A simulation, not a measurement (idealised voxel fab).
This is a process module. Its name is voxel wiring stack.
Square cells of 5 nm make up the cross-section cut, whose width is 205 nm.
We lay out every cross-section as a grid of square cells and spell it out in bands from the top down, where one band means one or more rows of cells. This entry defines a band. It first specifies the height of the band's top and the height of its bottom in nm, and then specifies the band's materials from left to right, stating each material with its width in nm. The word "full width" identifies a single material that fills the band from edge to edge, while the word "air" identifies empty space. Zero point of the height axis is 0; under it, received wafer = one material. Lowest band: continues down indefinitely, "0 nm and below". With a width like "30..40", each row of cells in the band differs from the next by the same amount, the top row carrying the first number and the bottom row the second. The cross-section has no changed cell in any step marked "left unchanged". You'll see "Completely enclosed voids" listing empty spaces that have no way open to the top, as long as they're 8 cells or more; the notation is width x height at distance, where the distance is from the left edge, and all of it is in nm. Post-settings text on a step line: simulator's own remark regarding the step. The line of a step may include "overlay nm". On a step with a mask, this value is how far to the right of its planned place the mask lay. A negative value means the mask lay to the left. Reading guide: pairs of cross-sections, before and after one process step; after view cut off at lowest changed band; step and settings listed under each pair. Pairs may stem from different runs of this module on the same starting wafer; continuity with the pair above only where the "Cross-section, before" entry states it.

[Cross-section, before]
> 170 nm to 150 nm = resist=30  air=25  resist=15  air=25  resist=15  air=25  resist=15  air=25  resist=30
> 150 nm to 135 nm = aC=30  air=25  aC=15  air=25  aC=15  air=25  aC=15  air=25  aC=30
> 135 nm to 115 nm = lowk full width
> 115 nm to 110 nm = SiCN full width
> 110 nm to 95 nm = lowk=30  Ru=15  lowk=25  Ru=15  lowk=25  Ru=15  lowk=25  Ru=15  lowk=40
> 95 nm to 90 nm = SiCN=30  Ru=15  SiCN=25  Ru=15  SiCN=25  Ru=15  SiCN=25  Ru=15  SiCN=40
> 90 nm to 85 nm = TiN=35  Cu=15  TiN=25  Cu=15  TiN=25  Cu=15  TiN=25  Cu=15  TiN=35
> 85 nm to 60 nm = SiO2=30  TiN=5  Cu=15  TiN=5  SiO2=15  TiN=5  Cu=15  TiN=5  SiO2=15  TiN=5  Cu=15  TiN=5  SiO2=15  TiN=5  Cu=15  TiN=5  SiO2=30
> 60 nm to 55 nm = SiN=30  TiN=25  SiN=15  TiN=25  SiN=15  TiN=25  SiN=15  TiN=25  SiN=30
> 55 nm to 45 nm = SiO2=30  Ru=15  SiO2=25  Ru=15  SiO2=25  Ru=15  SiO2=25  Ru=15  SiO2=40
> 45 nm to 35 nm = SiCN=30..25  Ru=15..35  SiCN=25..5  Ru=15..35  SiCN=25..5  Ru=15..35  SiCN=25..5  Ru=15..35  SiCN=40..25
> 35 nm to 15 nm = SiO2=30  TiN=5  Cu=15  TiN=5  SiO2=15  TiN=5  Cu=15  TiN=5  SiO2=15  TiN=5  Cu=15  TiN=5  SiO2=15  TiN=5  Cu=15  TiN=5  SiO2=30
> 15 nm to 10 nm = SiCN=30  TiN=25  SiCN=15  TiN=25  SiCN=15  TiN=25  SiCN=15  TiN=25  SiCN=30
> 10 nm to 0 nm = SiO2 full width
> 0 nm and below = Si full width
> Completely enclosed voids: none

[Result of Step]
> 150 nm to 135 nm = aC=30  air=25  aC=15  air=25  aC=15  air=25  aC=15  air=25  aC=30
> Nothing below the height 135 has changed.
> Completely enclosed voids: none
For reference, the processing step occurring between the two cross-sections presented above is as follows: STRIP,etch materials resist

Cross-section, before: just use the after drawing of the pair above as your starting point.

[Result of Step]
> 150 nm to 135 nm = aC=30  air=25  aC=15  air=25  aC=15  air=25  aC=15  air=25  aC=30
> 135 nm to 115 nm = lowk=30  air=25  lowk=15  air=25  lowk=15  air=25  lowk=15  air=25  lowk=30
> Nothing below the height 115 has changed.
> Completely enclosed voids: none
For reference, the processing step occurring between the two cross-sections presented above is as follows: DIRECTIONAL_ETCH,etch materials lowk,depth nm 20

Cross-section, before: just use the after drawing of the pair above as your starting point.

[Result of Step]
> 150 nm to 135 nm = aC=30  air=25  aC=15  air=25  aC=15  air=25  aC=15  air=25  aC=30
> 135 nm to 115 nm = lowk=30  air=25  lowk=15  air=25  lowk=15  air=25  lowk=15  air=25  lowk=30
> 115 nm to 110 nm = SiCN=30  air=25  SiCN=15  air=25  SiCN=15  air=25  SiCN=15  air=25  SiCN=30
> Nothing below the height 110 has changed.
> Completely enclosed voids: none
For reference, the processing step occurring between the two cross-sections presented above is as follows: DIRECTIONAL_ETCH,etch materials SiCN,depth nm 5

Cross-section, before: just use the after drawing of the pair above as your starting point.

[Result of Step]
> 135 nm to 115 nm = lowk=30  air=25  lowk=15  air=25  lowk=15  air=25  lowk=15  air=25  lowk=30
> Nothing below the height 115 has changed.
> Completely enclosed voids: none
For reference, the processing step occurring between the two cross-sections presented above is as follows: STRIP,etch materials aC

Cross-section, before: just use the after drawing of the pair above as your starting point.

[Result of Step]
> 140 nm to 135 nm = TiN=35  air=15  TiN=25  air=15  TiN=25  air=15  TiN=25  air=15  TiN=35
> 135 nm to 115 nm = lowk=30  TiN=5  air=15  TiN=5  lowk=15  TiN=5  air=15  TiN=5  lowk=15  TiN=5  air=15  TiN=5  lowk=15  TiN=5  air=15  TiN=5  lowk=30
> 115 nm to 110 nm = SiCN=30  TiN=25  SiCN=15  TiN=25  SiCN=15  TiN=25  SiCN=15  TiN=25  SiCN=30
> Nothing below the height 110 has changed.
> Completely enclosed voids: none
For reference, the processing step occurring between the two cross-sections presented above is as follows: CONFORMAL_DEP,material TiN,thk nm 5

Cross-section, before: just use the after drawing of the pair above as your starting point.

[Result of Step]
> 150 nm to 140 nm = Cu full width
> 140 nm to 135 nm = TiN=35  Cu=15  TiN=25  Cu=15  TiN=25  Cu=15  TiN=25  Cu=15  TiN=35
> 135 nm to 115 nm = lowk=30  TiN=5  Cu=15  TiN=5  lowk=15  TiN=5  Cu=15  TiN=5  lowk=15  TiN=5  Cu=15  TiN=5  lowk=15  TiN=5  Cu=15  TiN=5  lowk=30
> Nothing below the height 115 has changed.
> Completely enclosed voids: none
For reference, the processing step occurring between the two cross-sections presented above is as follows: FILL_DEP,material Cu,thk nm 10

Cross-section, before: just use the after drawing of the pair above as your starting point.

[Result of Step]
> 135 nm to 115 nm = lowk=30  TiN=5  Cu=15  TiN=5  lowk=15  TiN=5  Cu=15  TiN=5  lowk=15  TiN=5  Cu=15  TiN=5  lowk=15  TiN=5  Cu=15  TiN=5  lowk=30
> Nothing below the height 115 has changed.
> Completely enclosed voids: none
For reference, the processing step occurring between the two cross-sections presented above is as follows: CMP,height nm 135

Cross-section, before: just use the after drawing of the pair above as your starting point.

[Result of Step]
> 140 nm to 135 nm = SiN full width
> Nothing below the height 135 has changed.
> Completely enclosed voids: none
For reference, the processing step occurring between the two cross-sections presented above is as follows: CONFORMAL_DEP,material SiN,thk nm 5

[Cross-section, before]
> 90 nm to 65 nm = SiO2 full width
> 65 nm to 60 nm = SiN full width
> 60 nm to 50 nm = SiO2=30  Ru=15  SiO2=25  Ru=15  SiO2=25  Ru=15  SiO2=25  Ru=15  SiO2=40
> 50 nm to 40 nm = SiCN=30..25  Ru=15..35  SiCN=25..5  Ru=15..35  SiCN=25..5  Ru=15..35  SiCN=25..5  Ru=15..35  SiCN=40..25
> 40 nm to 15 nm = SiO2=30  TiN=5  Cu=15  TiN=5  SiO2=15  TiN=5  Cu=15  TiN=5  SiO2=15  TiN=5  Cu=15  TiN=5  SiO2=15  TiN=5  Cu=15  TiN=5  SiO2=30
> 15 nm to 10 nm = SiCN=30  TiN=25  SiCN=15  TiN=25  SiCN=15  TiN=25  SiCN=15  TiN=25  SiCN=30
> 10 nm to 0 nm = SiO2 full width
> 0 nm and below = Si full width
> Completely enclosed voids: none

[Result of Step]
> 90 nm to 65 nm = SiO2=35  air=20  SiO2=20  air=20  SiO2=20  air=20  SiO2=20  air=20  SiO2=30
> Nothing below the height 65 has changed.
> Completely enclosed voids: none
For reference, the processing step occurring between the two cross-sections presented above is as follows: MASKED_ETCH,tone open,mask id METAL_2,width nm 20,pitch nm 40,etch materials SiO2,depth nm 25,overlay nm 0

Cross-section, before: just use the after drawing of the pair above as your starting point.

[Result of Step]
> 90 nm to 65 nm = SiO2=35  air=20  SiO2=20  air=20  SiO2=20  air=20  SiO2=20  air=20  SiO2=30
> 65 nm to 60 nm = SiN=35  air=20  SiN=20  air=20  SiN=20  air=20  SiN=20  air=20  SiN=30
> Nothing below the height 60 has changed.
> Completely enclosed voids: none
For reference, the processing step occurring between the two cross-sections presented above is as follows: MASKED_ETCH,tone open,mask id METAL_2,width nm 25,pitch nm 40,etch materials SiN,depth nm 5,overlay nm 0

Cross-section, before: just use the after drawing of the pair above as your starting point.

[Result of Step]
> 95 nm to 90 nm = TiN=40  air=10  TiN=30  air=10  TiN=30  air=10  TiN=30  air=10  TiN=35
> 90 nm to 65 nm = SiO2=35  TiN=5  air=10  TiN=5  SiO2=20  TiN=5  air=10  TiN=5  SiO2=20  TiN=5  air=10  TiN=5  SiO2=20  TiN=5  air=10  TiN=5  SiO2=30
> 65 nm to 60 nm = SiN=35  TiN=20  SiN=20  TiN=20  SiN=20  TiN=20  SiN=20  TiN=20  SiN=30
> Nothing below the height 60 has changed.
> Completely enclosed voids: none
For reference, the processing step occurring between the two cross-sections presented above is as follows: CONFORMAL_DEP,material TiN,thk nm 5

Cross-section, before: just use the after drawing of the pair above as your starting point.

[Result of Step]
> 100 nm to 95 nm = Cu full width
> 95 nm to 90 nm = TiN=40  Cu=10  TiN=30  Cu=10  TiN=30  Cu=10  TiN=30  Cu=10  TiN=35
> 90 nm to 65 nm = SiO2=35  TiN=5  Cu=10  TiN=5  SiO2=20  TiN=5  Cu=10  TiN=5  SiO2=20  TiN=5  Cu=10  TiN=5  SiO2=20  TiN=5  Cu=10  TiN=5  SiO2=30
> Nothing below the height 65 has changed.
> Completely enclosed voids: none
For reference, the processing step occurring between the two cross-sections presented above is as follows: FILL_DEP,material Cu,thk nm 5

Cross-section, before: just use the after drawing of the pair above as your starting point.

[Result of Step]
> 90 nm to 65 nm = SiO2=35  TiN=5  Cu=10  TiN=5  SiO2=20  TiN=5  Cu=10  TiN=5  SiO2=20  TiN=5  Cu=10  TiN=5  SiO2=20  TiN=5  Cu=10  TiN=5  SiO2=30
> Nothing below the height 65 has changed.
> Completely enclosed voids: none
For reference, the processing step occurring between the two cross-sections presented above is as follows: CMP,height nm 90

Cross-section, before: just use the after drawing of the pair above as your starting point.

[Result of Step]
> 95 nm to 90 nm = SiCN full width
> Nothing below the height 90 has changed.
> Completely enclosed voids: none
For reference, the processing step occurring between the two cross-sections presented above is as follows: CONFORMAL_DEP,material SiCN,thk nm 5

Cross-section, before: just use the after drawing of the pair above as your starting point.

[Result of Step]
> 110 nm to 95 nm = lowk full width
> Nothing below the height 95 has changed.
> Completely enclosed voids: none
For reference, the processing step occurring between the two cross-sections presented above is as follows: DIRECTIONAL_DEP,material lowk,thk nm 15

Cross-section, before: just use the after drawing of the pair above as your starting point.

[Result of Step]
> 110 nm to 95 nm = lowk=30  air=15  lowk=25  air=15  lowk=25  air=15  lowk=25  air=15  lowk=40
> Nothing below the height 95 has changed.
> Completely enclosed voids: none
For reference, the processing step occurring between the two cross-sections presented above is as follows: MASKED_ETCH,tone open,mask id PLUG_2,width nm 15,pitch nm 40,etch materials lowk,depth nm 15,overlay nm 0

Cross-section, before: just use the after drawing of the pair above as your starting point.

[Result of Step]
> 110 nm to 95 nm = lowk=30  air=15  lowk=25  air=15  lowk=25  air=15  lowk=25  air=15  lowk=40
> 95 nm to 90 nm = SiCN=30  air=15  SiCN=25  air=15  SiCN=25  air=15  SiCN=25  air=15  SiCN=40
> Nothing below the height 90 has changed.
> Completely enclosed voids: none
For reference, the processing step occurring between the two cross-sections presented above is as follows: MASKED_ETCH,tone open,mask id PLUG_2,width nm 15,pitch nm 40,etch materials SiCN,depth nm 5,overlay nm 0

Cross-section, before: just use the after drawing of the pair above as your starting point.

[Result of Step]
> 110 nm to 100 nm = lowk=30  air=15  lowk=25  air=15  lowk=25  air=15  lowk=25  air=15  lowk=40
> 100 nm to 95 nm = lowk=30  Ru=15  lowk=25  Ru=15  lowk=25  Ru=15  lowk=25  Ru=15  lowk=40
> 95 nm to 90 nm = SiCN=30  Ru=15  SiCN=25  Ru=15  SiCN=25  Ru=15  SiCN=25  Ru=15  SiCN=40
> Nothing below the height 90 has changed.
> Completely enclosed voids: none
For reference, the processing step occurring between the two cross-sections presented above is as follows: EPI,material Ru,thk nm 10

Cross-section, before: just use the after drawing of the pair above as your starting point.

[Result of Step]
> 110 nm to 95 nm = lowk=30  Ru=15  lowk=25  Ru=15  lowk=25  Ru=15  lowk=25  Ru=15  lowk=40
> Nothing below the height 95 has changed.
> Completely enclosed voids: none
For reference, the processing step occurring between the two cross-sections presented above is as follows: EPI,material Ru,thk nm 10

Cross-section, before: just use the after drawing of the pair above as your starting point.

[Result of Step]
> 115 nm to 110 nm = SiCN full width
> Nothing below the height 110 has changed.
> Completely enclosed voids: none
For reference, the processing step occurring between the two cross-sections presented above is as follows: CONFORMAL_DEP,material SiCN,thk nm 5

Cross-section, before: just use the after drawing of the pair above as your starting point.

[Result of Step]
> 135 nm to 115 nm = lowk full width
> Nothing below the height 115 has changed.
> Completely enclosed voids: none
For reference, the processing step occurring between the two cross-sections presented above is as follows: DIRECTIONAL_DEP,material lowk,thk nm 20

Cross-section, before: just use the after drawing of the pair above as your starting point.

[Result of Step]
> 150 nm to 135 nm = aC full width
> Nothing below the height 135 has changed.
> Completely enclosed voids: none
For reference, the processing step occurring between the two cross-sections presented above is as follows: DIRECTIONAL_DEP,material aC,thk nm 15

Cross-section, before: just use the after drawing of the pair above as your starting point.

[Result of Step]
> 185 nm to 150 nm = resist=30  air=25  resist=15  air=25  resist=15  air=25  resist=15  air=25  resist=30
> Nothing below the height 150 has changed.
> Completely enclosed voids: none
For reference, the processing step occurring between the two cross-sections presented above is as follows: PATTERN,tone open,mask id METAL_3,material resist,width nm 25,pitch nm 40,thk nm 35,overlay nm 0

Cross-section, before: just use the after drawing of the pair above as your starting point.

[Result of Step]
> 170 nm to 150 nm = resist=30  air=25  resist=15  air=25  resist=15  air=25  resist=15  air=25  resist=30
> 150 nm to 135 nm = aC=30  air=25  aC=15  air=25  aC=15  air=25  aC=15  air=25  aC=30
> Nothing below the height 135 has changed.
> Completely enclosed voids: none
For reference, the processing step occurring between the two cross-sections presented above is as follows: DIRECTIONAL_ETCH,etch materials aC,depth nm 15

Cross-section, before: just use the after drawing of the pair above as your starting point.

[Result of Step]
> 150 nm to 135 nm = aC=30  air=25  aC=15  air=25  aC=15  air=25  aC=15  air=25  aC=30
> Nothing below the height 135 has changed.
> Completely enclosed voids: none
For reference, the processing step occurring between the two cross-sections presented above is as follows: STRIP,etch materials resist

Cross-section, before: just use the after drawing of the pair above as your starting point.

[Result of Step]
> 150 nm to 135 nm = aC=30  air=25  aC=15  air=25  aC=15  air=25  aC=15  air=25  aC=30
> 135 nm to 115 nm = lowk=30  air=25  lowk=15  air=25  lowk=15  air=25  lowk=15  air=25  lowk=30
> Nothing below the height 115 has changed.
> Completely enclosed voids: none
For reference, the processing step occurring between the two cross-sections presented above is as follows: DIRECTIONAL_ETCH,etch materials lowk,depth nm 20

Cross-section, before: just use the after drawing of the pair above as your starting point.

[Result of Step]
> 150 nm to 135 nm = aC=30  air=25  aC=15  air=25  aC=15  air=25  aC=15  air=25  aC=30
> 135 nm to 115 nm = lowk=30  air=25  lowk=15  air=25  lowk=15  air=25  lowk=15  air=25  lowk=30
> 115 nm to 110 nm = SiCN=30  air=25  SiCN=15  air=25  SiCN=15  air=25  SiCN=15  air=25  SiCN=30
> Nothing below the height 110 has changed.
> Completely enclosed voids: none
For reference, the processing step occurring between the two cross-sections presented above is as follows: DIRECTIONAL_ETCH,etch materials SiCN,depth nm 5

Cross-section, before: just use the after drawing of the pair above as your starting point.

[Result of Step]
> 135 nm to 115 nm = lowk=30  air=25  lowk=15  air=25  lowk=15  air=25  lowk=15  air=25  lowk=30
> Nothing below the height 115 has changed.
> Completely enclosed voids: none
For reference, the processing step occurring between the two cross-sections presented above is as follows: STRIP,etch materials aC

Cross-section, before: just use the after drawing of the pair above as your starting point.

[Result of Step]
> 140 nm to 135 nm = TiN=35  air=15  TiN=25  air=15  TiN=25  air=15  TiN=25  air=15  TiN=35
> 135 nm to 115 nm = lowk=30  TiN=5  air=15  TiN=5  lowk=15  TiN=5  air=15  TiN=5  lowk=15  TiN=5  air=15  TiN=5  lowk=15  TiN=5  air=15  TiN=5  lowk=30
> 115 nm to 110 nm = SiCN=30  TiN=25  SiCN=15  TiN=25  SiCN=15  TiN=25  SiCN=15  TiN=25  SiCN=30
> Nothing below the height 110 has changed.
> Completely enclosed voids: none
For reference, the processing step occurring between the two cross-sections presented above is as follows: CONFORMAL_DEP,material TiN,thk nm 5

Cross-section, before: just use the after drawing of the pair above as your starting point.

[Result of Step]
> 150 nm to 140 nm = Cu full width
> 140 nm to 135 nm = TiN=35  Cu=15  TiN=25  Cu=15  TiN=25  Cu=15  TiN=25  Cu=15  TiN=35
> 135 nm to 115 nm = lowk=30  TiN=5  Cu=15  TiN=5  lowk=15  TiN=5  Cu=15  TiN=5  lowk=15  TiN=5  Cu=15  TiN=5  lowk=15  TiN=5  Cu=15  TiN=5  lowk=30
> Nothing below the height 115 has changed.
> Completely enclosed voids: none
For reference, the processing step occurring between the two cross-sections presented above is as follows: FILL_DEP,material Cu,thk nm 10

Cross-section, before: just use the after drawing of the pair above as your starting point.

[Result of Step]
> 135 nm to 115 nm = lowk=30  TiN=5  Cu=15  TiN=5  lowk=15  TiN=5  Cu=15  TiN=5  lowk=15  TiN=5  Cu=15  TiN=5  lowk=15  TiN=5  Cu=15  TiN=5  lowk=30
> Nothing below the height 115 has changed.
> Completely enclosed voids: none
For reference, the processing step occurring between the two cross-sections presented above is as follows: CMP,height nm 135

Cross-section, before: just use the after drawing of the pair above as your starting point.

[Result of Step]
> 140 nm to 135 nm = SiN full width
> Nothing below the height 135 has changed.
> Completely enclosed voids: none
For reference, the processing step occurring between the two cross-sections presented above is as follows: CONFORMAL_DEP,material SiN,thk nm 5

[Cross-section, before]
> 90 nm to 65 nm = SiO2=30  air=25  SiO2=15  air=25  SiO2=15  air=25  SiO2=15  air=25  SiO2=30
> 65 nm to 60 nm = SiN full width
> 60 nm to 50 nm = SiO2=30  Ru=15  SiO2=25  Ru=15  SiO2=25  Ru=15  SiO2=25  Ru=15  SiO2=40
> 50 nm to 40 nm = SiCN=30..25  Ru=15..35  SiCN=25..5  Ru=15..35  SiCN=25..5  Ru=15..35  SiCN=25..5  Ru=15..35  SiCN=40..25
> 40 nm to 15 nm = SiO2=30  TiN=5  Cu=15  TiN=5  SiO2=15  TiN=5  Cu=15  TiN=5  SiO2=15  TiN=5  Cu=15  TiN=5  SiO2=15  TiN=5  Cu=15  TiN=5  SiO2=30
> 15 nm to 10 nm = SiCN=30  TiN=25  SiCN=15  TiN=25  SiCN=15  TiN=25  SiCN=15  TiN=25  SiCN=30
> 10 nm to 0 nm = SiO2 full width
> 0 nm and below = Si full width
> Completely enclosed voids: none

[Result of Step]
> 90 nm to 65 nm = SiO2=30  air=25  SiO2=15  air=25  SiO2=15  air=25  SiO2=15  air=25  SiO2=30
> 65 nm to 60 nm = SiN=40  air=15  SiN=25  air=15  SiN=25  air=15  SiN=25  air=15  SiN=30
> Nothing below the height 60 has changed.
> Completely enclosed voids: none
For reference, the processing step occurring between the two cross-sections presented above is as follows: MASKED_ETCH,tone open,mask id METAL_2,width nm 25,pitch nm 40,etch materials SiN,depth nm 5,overlay nm 10

Cross-section, before: just use the after drawing of the pair above as your starting point.

[Result of Step]
> 95 nm to 90 nm = TiN=35  air=15  TiN=25  air=15  TiN=25  air=15  TiN=25  air=15  TiN=35
> 90 nm to 70 nm = SiO2=30  TiN=5  air=15  TiN=5  SiO2=15  TiN=5  air=15  TiN=5  SiO2=15  TiN=5  air=15  TiN=5  SiO2=15  TiN=5  air=15  TiN=5  SiO2=30
> 70 nm to 65 nm = SiO2=30  TiN=15  air=5  TiN=5  SiO2=15  TiN=15  air=5  TiN=5  SiO2=15  TiN=15  air=5  TiN=5  SiO2=15  TiN=15  air=5  TiN=5  SiO2=30
> 65 nm to 60 nm = SiN=40  TiN=15  SiN=25  TiN=15  SiN=25  TiN=15  SiN=25  TiN=15  SiN=30
> Nothing below the height 60 has changed.
> Completely enclosed voids: none
For reference, the processing step occurring between the two cross-sections presented above is as follows: CONFORMAL_DEP,material TiN,thk nm 5

Cross-section, before: just use the after drawing of the pair above as your starting point.

[Result of Step]
> 100 nm to 95 nm = Cu full width
> 95 nm to 90 nm = TiN=35  Cu=15  TiN=25  Cu=15  TiN=25  Cu=15  TiN=25  Cu=15  TiN=35
> 90 nm to 70 nm = SiO2=30  TiN=5  Cu=15  TiN=5  SiO2=15  TiN=5  Cu=15  TiN=5  SiO2=15  TiN=5  Cu=15  TiN=5  SiO2=15  TiN=5  Cu=15  TiN=5  SiO2=30
> 70 nm to 65 nm = SiO2=30  TiN=15  Cu=5  TiN=5  SiO2=15  TiN=15  Cu=5  TiN=5  SiO2=15  TiN=15  Cu=5  TiN=5  SiO2=15  TiN=15  Cu=5  TiN=5  SiO2=30
> Nothing below the height 65 has changed.
> Completely enclosed voids: none
For reference, the processing step occurring between the two cross-sections presented above is as follows: FILL_DEP,material Cu,thk nm 5

Cross-section, before: just use the after drawing of the pair above as your starting point.

[Result of Step]
> 90 nm to 70 nm = SiO2=30  TiN=5  Cu=15  TiN=5  SiO2=15  TiN=5  Cu=15  TiN=5  SiO2=15  TiN=5  Cu=15  TiN=5  SiO2=15  TiN=5  Cu=15  TiN=5  SiO2=30
> Nothing below the height 70 has changed.
> Completely enclosed voids: none
For reference, the processing step occurring between the two cross-sections presented above is as follows: CMP,height nm 90

Cross-section, before: just use the after drawing of the pair above as your starting point.

[Result of Step]
> 95 nm to 90 nm = SiCN full width
> Nothing below the height 90 has changed.
> Completely enclosed voids: none
For reference, the processing step occurring between the two cross-sections presented above is as follows: CONFORMAL_DEP,material SiCN,thk nm 5

Cross-section, before: just use the after drawing of the pair above as your starting point.

[Result of Step]
> 110 nm to 95 nm = lowk full width
> Nothing below the height 95 has changed.
> Completely enclosed voids: none
For reference, the processing step occurring between the two cross-sections presented above is as follows: DIRECTIONAL_DEP,material lowk,thk nm 15

Cross-section, before: just use the after drawing of the pair above as your starting point.

[Result of Step]
> 110 nm to 95 nm = lowk=30  air=15  lowk=25  air=15  lowk=25  air=15  lowk=25  air=15  lowk=40
> Nothing below the height 95 has changed.
> Completely enclosed voids: none
For reference, the processing step occurring between the two cross-sections presented above is as follows: MASKED_ETCH,tone open,mask id PLUG_2,width nm 15,pitch nm 40,etch materials lowk,depth nm 15,overlay nm 0

Cross-section, before: just use the after drawing of the pair above as your starting point.

[Result of Step]
> 110 nm to 95 nm = lowk=30  air=15  lowk=25  air=15  lowk=25  air=15  lowk=25  air=15  lowk=40
> 95 nm to 90 nm = SiCN=30  air=15  SiCN=25  air=15  SiCN=25  air=15  SiCN=25  air=15  SiCN=40
> Nothing below the height 90 has changed.
> Completely enclosed voids: none
For reference, the processing step occurring between the two cross-sections presented above is as follows: MASKED_ETCH,tone open,mask id PLUG_2,width nm 15,pitch nm 40,etch materials SiCN,depth nm 5,overlay nm 0

Cross-section, before: just use the after drawing of the pair above as your starting point.

[Result of Step]
> 110 nm to 100 nm = lowk=30  air=15  lowk=25  air=15  lowk=25  air=15  lowk=25  air=15  lowk=40
> 100 nm to 95 nm = lowk=30  Ru=15  lowk=25  Ru=15  lowk=25  Ru=15  lowk=25  Ru=15  lowk=40
> 95 nm to 90 nm = SiCN=30  Ru=15  SiCN=25  Ru=15  SiCN=25  Ru=15  SiCN=25  Ru=15  SiCN=40
> Nothing below the height 90 has changed.
> Completely enclosed voids: none
For reference, the processing step occurring between the two cross-sections presented above is as follows: EPI,material Ru,thk nm 10

Cross-section, before: just use the after drawing of the pair above as your starting point.

[Result of Step]
> 110 nm to 95 nm = lowk=30  Ru=15  lowk=25  Ru=15  lowk=25  Ru=15  lowk=25  Ru=15  lowk=40
> Nothing below the height 95 has changed.
> Completely enclosed voids: none
For reference, the processing step occurring between the two cross-sections presented above is as follows: EPI,material Ru,thk nm 10

Cross-section, before: just use the after drawing of the pair above as your starting point.

[Result of Step]
> 115 nm to 110 nm = SiCN full width
> Nothing below the height 110 has changed.
> Completely enclosed voids: none
For reference, the processing step occurring between the two cross-sections presented above is as follows: CONFORMAL_DEP,material SiCN,thk nm 5

Cross-section, before: just use the after drawing of the pair above as your starting point.

[Result of Step]
> 135 nm to 115 nm = lowk full width
> Nothing below the height 115 has changed.
> Completely enclosed voids: none
For reference, the processing step occurring between the two cross-sections presented above is as follows: DIRECTIONAL_DEP,material lowk,thk nm 20

Cross-section, before: just use the after drawing of the pair above as your starting point.

[Result of Step]
> 150 nm to 135 nm = aC full width
> Nothing below the height 135 has changed.
> Completely enclosed voids: none
For reference, the processing step occurring between the two cross-sections presented above is as follows: DIRECTIONAL_DEP,material aC,thk nm 15

Cross-section, before: just use the after drawing of the pair above as your starting point.

[Result of Step]
> 185 nm to 150 nm = resist=30  air=25  resist=15  air=25  resist=15  air=25  resist=15  air=25  resist=30
> Nothing below the height 150 has changed.
> Completely enclosed voids: none
For reference, the processing step occurring between the two cross-sections presented above is as follows: PATTERN,tone open,mask id METAL_3,material resist,width nm 25,pitch nm 40,thk nm 35,overlay nm 0

Cross-section, before: just use the after drawing of the pair above as your starting point.

[Result of Step]
> 170 nm to 150 nm = resist=30  air=25  resist=15  air=25  resist=15  air=25  resist=15  air=25  resist=30
> 150 nm to 135 nm = aC=30  air=25  aC=15  air=25  aC=15  air=25  aC=15  air=25  aC=30
> Nothing below the height 135 has changed.
> Completely enclosed voids: none
For reference, the processing step occurring between the two cross-sections presented above is as follows: DIRECTIONAL_ETCH,etch materials aC,depth nm 15

Cross-section, before: just use the after drawing of the pair above as your starting point.

[Result of Step]
> 150 nm to 135 nm = aC=30  air=25  aC=15  air=25  aC=15  air=25  aC=15  air=25  aC=30
> Nothing below the height 135 has changed.
> Completely enclosed voids: none
For reference, the processing step occurring between the two cross-sections presented above is as follows: STRIP,etch materials resist

Cross-section, before: just use the after drawing of the pair above as your starting point.

[Result of Step]
> 150 nm to 135 nm = aC=30  air=25  aC=15  air=25  aC=15  air=25  aC=15  air=25  aC=30
> 135 nm to 115 nm = lowk=30  air=25  lowk=15  air=25  lowk=15  air=25  lowk=15  air=25  lowk=30
> Nothing below the height 115 has changed.
> Completely enclosed voids: none
For reference, the processing step occurring between the two cross-sections presented above is as follows: DIRECTIONAL_ETCH,etch materials lowk,depth nm 20

Cross-section, before: just use the after drawing of the pair above as your starting point.

[Result of Step]
> 150 nm to 135 nm = aC=30  air=25  aC=15  air=25  aC=15  air=25  aC=15  air=25  aC=30
> 135 nm to 115 nm = lowk=30  air=25  lowk=15  air=25  lowk=15  air=25  lowk=15  air=25  lowk=30
> 115 nm to 110 nm = SiCN=30  air=25  SiCN=15  air=25  SiCN=15  air=25  SiCN=15  air=25  SiCN=30
> Nothing below the height 110 has changed.
> Completely enclosed voids: none
For reference, the processing step occurring between the two cross-sections presented above is as follows: DIRECTIONAL_ETCH,etch materials SiCN,depth nm 5

Cross-section, before: just use the after drawing of the pair above as your starting point.

[Result of Step]
> 135 nm to 115 nm = lowk=30  air=25  lowk=15  air=25  lowk=15  air=25  lowk=15  air=25  lowk=30
> Nothing below the height 115 has changed.
> Completely enclosed voids: none
For reference, the processing step occurring between the two cross-sections presented above is as follows: STRIP,etch materials aC

Cross-section, before: just use the after drawing of the pair above as your starting point.

[Result of Step]
> 140 nm to 135 nm = TiN=35  air=15  TiN=25  air=15  TiN=25  air=15  TiN=25  air=15  TiN=35
> 135 nm to 115 nm = lowk=30  TiN=5  air=15  TiN=5  lowk=15  TiN=5  air=15  TiN=5  lowk=15  TiN=5  air=15  TiN=5  lowk=15  TiN=5  air=15  TiN=5  lowk=30
> 115 nm to 110 nm = SiCN=30  TiN=25  SiCN=15  TiN=25  SiCN=15  TiN=25  SiCN=15  TiN=25  SiCN=30
> Nothing below the height 110 has changed.
> Completely enclosed voids: none
For reference, the processing step occurring between the two cross-sections presented above is as follows: CONFORMAL_DEP,material TiN,thk nm 5

Cross-section, before: just use the after drawing of the pair above as your starting point.

[Result of Step]
> 150 nm to 140 nm = Cu full width
> 140 nm to 135 nm = TiN=35  Cu=15  TiN=25  Cu=15  TiN=25  Cu=15  TiN=25  Cu=15  TiN=35
> 135 nm to 115 nm = lowk=30  TiN=5  Cu=15  TiN=5  lowk=15  TiN=5  Cu=15  TiN=5  lowk=15  TiN=5  Cu=15  TiN=5  lowk=15  TiN=5  Cu=15  TiN=5  lowk=30
> Nothing below the height 115 has changed.
> Completely enclosed voids: none
For reference, the processing step occurring between the two cross-sections presented above is as follows: FILL_DEP,material Cu,thk nm 10

Cross-section, before: just use the after drawing of the pair above as your starting point.

[Result of Step]
> 135 nm to 115 nm = lowk=30  TiN=5  Cu=15  TiN=5  lowk=15  TiN=5  Cu=15  TiN=5  lowk=15  TiN=5  Cu=15  TiN=5  lowk=15  TiN=5  Cu=15  TiN=5  lowk=30
> Nothing below the height 115 has changed.
> Completely enclosed voids: none
For reference, the processing step occurring between the two cross-sections presented above is as follows: CMP,height nm 135

Cross-section, before: just use the after drawing of the pair above as your starting point.

[Result of Step]
> 140 nm to 135 nm = SiN full width
> Nothing below the height 135 has changed.
> Completely enclosed voids: none
For reference, the processing step occurring between the two cross-sections presented above is as follows: CONFORMAL_DEP,material SiN,thk nm 5
